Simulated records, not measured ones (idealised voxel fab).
Process module name: voxel gate over fins
In the cross-section labelled cut, the width is 275 nm and each square cell is 5 nm.
How to read a cross-section here: the picture is a grid of square cells, written as bands going from the top down, and any band can span one or more rows of cells.
Quick guide to a band line: top height, bottom height (nm) up front; then every material left to right with its width in nm. Only one material and it's marked "all across"? Then it fills the band edge to edge. And "empty" just means empty space.
Note: height 0 marks the level under which the wafer is uniformly one material as received. Lowest band unbounded below, written "0..down".
A width given as "30 to 40" starts at the first number in the band's top row and ends at the second number in its bottom row, shifting by an equal amount at every step from row to row.
A step reported as "identical to before" is a step in which no cell of the cross-section changed.
In "Enclosed cavity list" the enclosed voids are listed, meaning empty spaces of 8 cells or larger without any opening to the top. The form is width x height at distance, distance from the left edge, units nm.
It should be noted that, on the line of a given step, the content following the step's settings is a remark produced by the simulator itself with respect to that step.
What "overlay nm" on a step's line means: if the step has a mask, that mask lay this far to the right of its planned place, or, when the value is negative, to the left.

**Intended process steps**
| 1 | RECEIVE: material Si |
| 2 | CONFORMAL_DEP: material SiN, thk nm 10 |
| 3 | DIRECTIONAL_DEP: material aC, thk nm 15 |
| 4 | PATTERN: tone cover, mask id FINS, material resist, width nm 15, pitch nm 50, thk nm 35, overlay nm 0 |
| 5 | DIRECTIONAL_ETCH: etch materials aC, depth nm 15 |
| 6 | STRIP: etch materials resist |
| 7 | DIRECTIONAL_ETCH: etch materials SiN, depth nm 10 |
| 8 | DIRECTIONAL_ETCH: etch materials Si, depth nm 40 |
| 9 | STRIP: etch materials aC |
| 10 | OXIDIZE: depth nm 5 |
| 11 | FILL_DEP: material SiO2, thk nm 15 |
| 12 | CMP: height nm 10 |
| 13 | MASKED_ETCH: tone open, mask id RAIL, width nm 15, etch materials SiO2, depth nm 45, overlay nm -15 |
| 14 | CONFORMAL_DEP: material TiN, thk nm 5 |
| 15 | FILL_DEP: material W, thk nm 10 |
| 16 | CMP: height nm 10 |
| 17 | SELECTIVE_ETCH: etch materials W Ru TiN, depth nm 30 |
| 18 | FILL_DEP: material SiO2, thk nm 5 |
| 19 | CMP: height nm 10 |
| 20 | SELECTIVE_ETCH: etch materials SiO2, depth nm 20 |
| 21 | STRIP: etch materials SiN |
| 22 | CONFORMAL_DEP: material HfO2, thk nm 5 |
| 23 | CONFORMAL_DEP: material TiN, thk nm 5 |
| 24 | CONFORMAL_DEP: material TiAl, thk nm 5 |
| 25 | CONFORMAL_DEP: material TiN, thk nm 5 |
| 26 | FILL_DEP: material W, thk nm 15 |
| 27 | CMP: height nm 30 |
| 28 | CONFORMAL_DEP: material SiCN, thk nm 10 |
Variable across wafers: step 13 overlay nm (plan value is that of the first wafer; starting state common to all).

**Cross-sectional view of the first of several wafers in the as-received condition, corresponding to the state following step 1**
    0..down = Si all across
    Enclosed cavity list: none

**Here is how to read the rows: every wafer has a row, and it shows the wafer at the end of the module, giving for each material how many cells were gained (+) or lost (-) since the wafer was received, then listing its closed voids**
overlay nm -15 | +63 HfO2 | -477 Si | +110 SiCN | +365 SiO2 | +63 TiAl | +132 TiN | +184 W | Enclosed cavity list: none
overlay nm -10 | +63 HfO2 | -477 Si | +110 SiCN | +362 SiO2 | +63 TiAl | +133 TiN | +186 W | Enclosed cavity list: none
overlay nm -5 | +63 HfO2 | -477 Si | +110 SiCN | +362 SiO2 | +63 TiAl | +133 TiN | +186 W | Enclosed cavity list: none
overlay nm 0 | +63 HfO2 | -477 Si | +110 SiCN | +362 SiO2 | +63 TiAl | +133 TiN | +186 W | Enclosed cavity list: none
overlay nm 5 | +63 HfO2 | -477 Si | +110 SiCN | +362 SiO2 | +63 TiAl | +133 TiN | +186 W | Enclosed cavity list: none
overlay nm 10 | +63 HfO2 | -477 Si | +110 SiCN | +362 SiO2 | +63 TiAl | +133 TiN | +186 W | Enclosed cavity list: none
overlay nm 15 | +63 HfO2 | -477 Si | +110 SiCN | +365 SiO2 | +63 TiAl | +132 TiN | +184 W | Enclosed cavity list: none
